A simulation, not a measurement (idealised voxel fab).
Process module, titled voxel plated lines
Pictured: cross-section cut, 155 nm wide, on a grid of 5 nm square cells.
In what follows, cross-sections appear as grids of square cells, described through bands that run from the top down, where every band is one or more rows of cells.
Top, bottom (nm), then materials left to right with widths (nm); lone material tagged "throughout" fills the whole band edge to edge; "blank" = empty space.
Ref level 0: as-received wafer is one material below here. Bottom band extends down with no lower bound ("top 0, no bottom").
A two-number width, for instance "30..40", indicates that the width is equal to the first number in the top row of the band and to the second number in the bottom row, and that it changes by a constant amount per row of cells.
"nothing altered" means the step left every cell of the cross-section as it was.
The entry titled "Closed void catalog" provides the empty spaces that have no open way to the top, restricted to those of 8 cells or more. Each is presented as width x height at distance, the distance being measured from the left edge, with all three in nm.
The remark found on a step's line after its settings is issued by the simulator itself and pertains to that step.
overlay nm: right-of-plan distance of the mask on a masked step; negative values mean left-of-plan.

THE PLANNED PROCESS STEPS ARE ENUMERATED HEREUNDER
1 op RECEIVE | material Si
2 op CONFORMAL_DEP | material SiO2 | thk nm 15
3 op DIRECTIONAL_DEP | material TiN | thk nm 5
4 op PATTERN | tone open | mask id LINES | material resist | width nm 25 | pitch nm 45 | thk nm 35 | overlay nm 0
5 op EPI | material Ru | thk nm 10
6 op EPI | material Ru | thk nm 5
7 op EPI | material Ru | thk nm 10
8 op STRIP | etch materials resist
9 op DIRECTIONAL_ETCH | etch materials TiN | depth nm 5
10 op CONFORMAL_DEP | material SiCN | thk nm 5

WAFER AT RECEIPT (POST STEP 1), CROSS-SECTION
	top 0, no bottom | Si throughout
	Closed void catalog: none

WAFER CROSS-SECTION AT MODULE END: FIRST OF TWO, RUN TO PLAN
	top 50, bottom 45 | blank 35 nm, then SiCN 35 nm, then blank 10 nm, then SiCN 35 nm, then blank 40 nm
	top 45, bottom 20 | blank 35 nm, then SiCN 5 nm, then Ru 25 nm, then SiCN 5 nm, then blank 10 nm, then SiCN 5 nm, then Ru 25 nm, then SiCN 5 nm, then blank 40 nm
	top 20, bottom 15 | SiCN 40 nm, then TiN 25 nm, then SiCN 20 nm, then TiN 25 nm, then SiCN 45 nm
	top 15, bottom 0 | SiO2 throughout
	top 0, no bottom | Si throughout
	Closed void catalog: none

END-OF-MODULE CROSS-SECTION OF THE SECOND WAFER: IDENTICAL STARTING POINT AND PROCESS PLAN TO THE FIRST, WITH ONE PROCESSING MISTAKE
	top 50, bottom 45 | SiCN 45 nm, then blank 15 nm, then SiCN 30 nm, then blank 15 nm, then SiCN 50 nm
	top 45, bottom 20 | Ru 40 nm, then SiCN 5 nm, then blank 15 nm, then SiCN 5 nm, then Ru 20 nm, then SiCN 5 nm, then blank 15 nm, then SiCN 5 nm, then Ru 45 nm
	top 20, bottom 15 | TiN 40 nm, then SiCN 25 nm, then TiN 20 nm, then SiCN 25 nm, then TiN 45 nm
	top 15, bottom 0 | SiO2 throughout
	top 0, no bottom | Si throughout
	Closed void catalog: none
Here's what went sideways: off-plan run, step 4, actual operation and settings op PATTERN | tone cover | mask id LINES | material resist | width nm 25 | pitch nm 45 | thk nm 35 | overlay nm 0
Wrapping up, a cell-based count of both wafers puts the second over or under the first for these materials: 55 more of Ru, 11 more of TiN
